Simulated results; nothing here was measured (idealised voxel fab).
The following process module bears the name voxel air gaps.
Cross-section cut spans 175 nm and uses square cells 5 nm in size.
A cross-section in this document is a grid of square cells, and it is written down as bands, the top band listed before the ones below it; a band is made up of one or more rows of cells.
Look at the band entry: it leads with the top's height and the bottom's height in nm. Then it lists the materials left to right, with a width in nm for each. The word "edge to edge" on a single material says that material fills the band edge to edge. The word "blank" is empty space.
It should be noted that heights are counted from 0, beneath which the wafer as supplied is of one material throughout, and that the lowest band possesses no lower boundary but continues downward, as written in "0 and below".
The width entry "30 to 40" should be interpreted row by row: the top row of cells in the band takes the first number, the bottom row takes the second number, and the change between adjacent rows is uniform throughout.
No cell of the cross-section changed in a step that is given as "changes: none".
In the "Sealed-off cavities" entry, you get each enclosed empty space of 8 cells or more, one with no open way to the top, written width x height at distance, distance from the left edge, in nm.
Whatever follows a step's settings on its line is a remark the simulator itself makes about that step.
"overlay nm" answers the question of how far to the right of plan the mask lay on a step that has a mask, and when it is negative the answer is to the left.
## These are the steps we planned for the process
| 1 | RECEIVE,material Si |
| 2 | CONFORMAL_DEP,material SiO2,thk nm 10 |
| 3 | CONFORMAL_DEP,material SiCN,thk nm 5 |
| 4 | DIRECTIONAL_DEP,material lowk,thk nm 40 |
| 5 | DIRECTIONAL_DEP,material aC,thk nm 15 |
| 6 | PATTERN,tone open,mask id LINES,material resist,width nm 15,pitch nm 40,thk nm 30,overlay nm 0 |
| 7 | DIRECTIONAL_ETCH,etch materials aC,depth nm 15 |
| 8 | STRIP,etch materials resist |
| 9 | DIRECTIONAL_ETCH,etch materials lowk,depth nm 40 |
| 10 | STRIP,etch materials aC |
| 11 | CONFORMAL_DEP,material TiN,thk nm 5 |
| 12 | FILL_DEP,material W,thk nm 5 |
| 13 | CMP,height nm 55 |
| 14 | EPI,material Ru,thk nm 10 |
| 15 | SELECTIVE_ETCH,etch materials lowk,depth nm 50 |
| 16 | CONFORMAL_DEP,material SiCN,thk nm 5 |
## Wafer as received: cross-section following step 1
0 and below: Si edge to edge
Sealed-off cavities: none
## Cross-section, first of two wafers, end of module, run as planned
70 down to 65: blank (5), then SiCN (165), then blank (5)
65 down to 55: blank (5), then SiCN (5), then Ru (35), then SiCN (5), then Ru (35), then SiCN (5), then Ru (35), then SiCN (5), then Ru (35), then SiCN (5), then blank (5)
55 down to 50: blank (5), then SiCN (15), then TiN (5), then W (5), then TiN (5), then SiCN (25), then TiN (5), then W (5), then TiN (5), then SiCN (25), then TiN (5), then W (5), then TiN (5), then SiCN (25), then TiN (5), then W (5), then TiN (5), then SiCN (15), then blank (5)
50 down to 20: blank (15), then SiCN (5), then TiN (5), then W (5), then TiN (5), then SiCN (5), then blank (15), then SiCN (5), then TiN (5), then W (5), then TiN (5), then SiCN (5), then blank (15), then SiCN (5), then TiN (5), then W (5), then TiN (5), then SiCN (5), then blank (15), then SiCN (5), then TiN (5), then W (5), then TiN (5), then SiCN (5), then blank (15)
20 down to 15: SiCN (20), then TiN (15), then SiCN (25), then TiN (15), then SiCN (25), then TiN (15), then SiCN (25), then TiN (15), then SiCN (20)
15 down to 10: SiCN edge to edge
10 down to 0: SiO2 edge to edge
0 and below: Si edge to edge
Sealed-off cavities: 15 x 30 at 40; 15 x 30 at 80; 15 x 30 at 120
## End of module, second wafer, cross-section. Started like the first, planned like the first, run with one mistake
80 down to 75: SiCN edge to edge
75 down to 55: Ru edge to edge
55 down to 20: lowk (20), then TiN (5), then W (5), then TiN (5), then lowk (25), then TiN (5), then W (5), then TiN (5), then lowk (25), then TiN (5), then W (5), then TiN (5), then lowk (25), then TiN (5), then W (5), then TiN (5), then lowk (20)
20 down to 15: lowk (20), then TiN (15), then lowk (25), then TiN (15), then lowk (25), then TiN (15), then lowk (25), then TiN (15), then lowk (20)
15 down to 10: SiCN edge to edge
10 down to 0: SiO2 edge to edge
0 and below: Si edge to edge
Sealed-off cavities: none
Which mistake was made when the wafer was run? twice, step 14 of the plan was run
Materials where the second wafer ends with more or fewer cells than the first: Ru: 84 more; SiCN: 100 fewer; lowk: 184 more
Quick summary for you: first wafer finishes at 3 closed voids, second at 0.
